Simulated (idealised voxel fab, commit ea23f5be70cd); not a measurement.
The following is a process module called voxel air gaps.
Cross-sectional view cut (width: 155 nm; square cell size: 5 nm).
For the purposes of this document, a cross-section shall be understood as a grid of square cells, specified as bands listed in top-to-bottom order, each band consisting of one or more rows of cells.
For a band, the entry starts with two heights in nm, that of the top and then that of the bottom, and carries on with the band's materials in order from left to right, each alongside its width in nm; the word "all across" beside a single material means it fills the band edge to edge, and "empty" means empty space.
Height datum 0, below which the as-received substrate wafer is one material. Lowest band open at the bottom, running downward: "from 0 down".
It should be noted that a width expressed as "30..40" varies in equal increments from row to row of cells within the band, taking the value of the first number at the top row and that of the second number at the bottom row.
Step marked "nothing changed"? Then no cell in the cross-section changed in it.
Empty spaces counting at least 8 cells and having no open way to the top are listed in "Entrapped voids". The notation width x height at distance is used for each, the distance being from the left edge and all three values in nm.
If you see something after the settings on a step's line, that's the simulator's own remark about that step.
The setting "overlay nm" may be written on the line of a step. When the step uses a mask, the value reports how far to the right of the planned place the mask lay, and a negative value reports that it lay to the left.
This section lists the process steps that were planned
1 RECEIVE (material Si)
2 CONFORMAL_DEP (material SiO2; thk nm 15)
3 CONFORMAL_DEP (material SiCN; thk nm 5)
4 DIRECTIONAL_DEP (material lowk; thk nm 40)
5 PATTERN (tone open; mask id LINES; material resist; width nm 15; pitch nm 40; thk nm 20; overlay nm -15)
6 DIRECTIONAL_ETCH (etch materials lowk; depth nm 40)
7 STRIP (etch materials resist)
8 CONFORMAL_DEP (material TiN; thk nm 5)
9 FILL_DEP (material W; thk nm 10)
10 CMP (height nm 60)
11 EPI (material Ru; thk nm 10)
12 SELECTIVE_ETCH (etch materials lowk; depth nm 50)
13 CONFORMAL_DEP (material SiCN; thk nm 5)
The wafers are alike at the start. At step 5, their overlay nm differs. The plan lists the first wafer's value.
Cross-sectional view of the first of several wafers in the as-received condition, corresponding to the state following step 1
- from 0 down = Si all across
- Entrapped voids: none
Below, a row for every wafer. Read it as the end-of-module picture: for each material the wafer shows its cells gained (+) or lost (-) since it was received, and then its closed voids
overlay nm -15, +42 Ru, +138 SiCN, +93 SiO2, +51 TiN, +21 W, Entrapped voids: 10 x 30 at 0; 15 x 30 at 35; 15 x 30 at 75
overlay nm -10, +42 Ru, +138 SiCN, +93 SiO2, +51 TiN, +21 W, Entrapped voids: 15 x 30 at 40; 15 x 30 at 80
overlay nm -5, +42 Ru, +138 SiCN, +93 SiO2, +51 TiN, +21 W, Entrapped voids: 15 x 30 at 45; 15 x 30 at 85
overlay nm 0, +42 Ru, +138 SiCN, +93 SiO2, +51 TiN, +21 W, Entrapped voids: 15 x 30 at 50; 15 x 30 at 90
overlay nm 5, +42 Ru, +138 SiCN, +93 SiO2, +51 TiN, +21 W, Entrapped voids: 15 x 30 at 55; 15 x 30 at 95
overlay nm 10, +42 Ru, +138 SiCN, +93 SiO2, +51 TiN, +21 W, Entrapped voids: 15 x 30 at 60; 15 x 30 at 100
overlay nm 15, +42 Ru, +138 SiCN, +93 SiO2, +51 TiN, +21 W, Entrapped voids: 15 x 30 at 65; 15 x 30 at 105; 10 x 30 at 145
